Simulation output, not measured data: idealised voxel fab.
Proc. module: voxel local oxidation
Square cell edge 5 nm, section width 155 nm, ID cut.
A cross-section is a grid of square cells, given in bands from the top down. A band is one or more rows of cells. For a band, the entry starts with two heights in nm, that of the top and then that of the bottom, and carries on with the band's materials in order from left to right, each alongside its width in nm; the word "edge to edge" beside a single material means it fills the band edge to edge, and "air" means empty space. Heights are measured from 0, the level below which the as-received wafer is all one material; the lowest band has no bottom and continues downward, written as in "0 nm and below". The width entry "30 to 40" should be interpreted row by row: the top row of cells in the band takes the first number, the bottom row takes the second number, and the change between adjacent rows is uniform throughout. A step reported as "all unchanged" is a step in which no cell of the cross-section changed. Empty spaces counting at least 8 cells and having no open way to the top are listed in "Enclosed cavity list". The notation width x height at distance is used for each, the distance being from the left edge and all three values in nm. If you see something after the settings on a step's line, that's the simulator's own remark about that step. What "overlay nm" on a step's line means: if the step has a mask, that mask lay this far to the right of its planned place, or, when the value is negative, to the left.

[Intended process steps]
- 1: RECEIVE | material Si
- 2: CONFORMAL_DEP | material SiO2 | thk nm 5
- 3: CONFORMAL_DEP | material SiN | thk nm 10
- 4: DIRECTIONAL_DEP | material aC | thk nm 15
- 5: PATTERN | tone cover | mask id ACTIVE | material resist | width nm 90 | thk nm 35 | overlay nm 0
- 6: DIRECTIONAL_ETCH | etch materials aC | depth nm 15
- 7: STRIP | etch materials resist
- 8: DIRECTIONAL_ETCH | etch materials SiN | depth nm 10
- 9: STRIP | etch materials aC
- 10: SELECTIVE_ETCH | etch materials SiO2 | depth nm 5
- 11: OXIDIZE | depth nm 10
- 12: STRIP | etch materials SiN

[Cross-section of the wafer upon arrival, representing the state reached after step 1]
* 0 nm and below | Si edge to edge
* Enclosed cavity list: none

[Cross-sectional image of the first of two wafers at the end of the module, the run having proceeded as planned]
* 5 nm to 0 nm | air (35), SiO2 (80), air (40)
* 0 nm to -10 nm | SiO2 (45), Si (60), SiO2 (50)
* -10 nm and below | Si edge to edge
* Enclosed cavity list: none

[second wafer at the end: like start, like plan, one mistake]
* 5 nm to 0 nm | SiO2 (25), air (100), SiO2 (30)
* 0 nm to -10 nm | Si (15), SiO2 (120), Si (20)
* -10 nm and below | Si edge to edge
* Enclosed cavity list: none
The mistake made against the process plan was this: step 5 ran with different settings than intended, the actual operation and settings being PATTERN | tone open | mask id ACTIVE | material resist | width nm 90 | thk nm 35 | overlay nm 0
Final difference in cells, second wafer against first, listed per material as more or fewer: Si -10; SiO2 +5
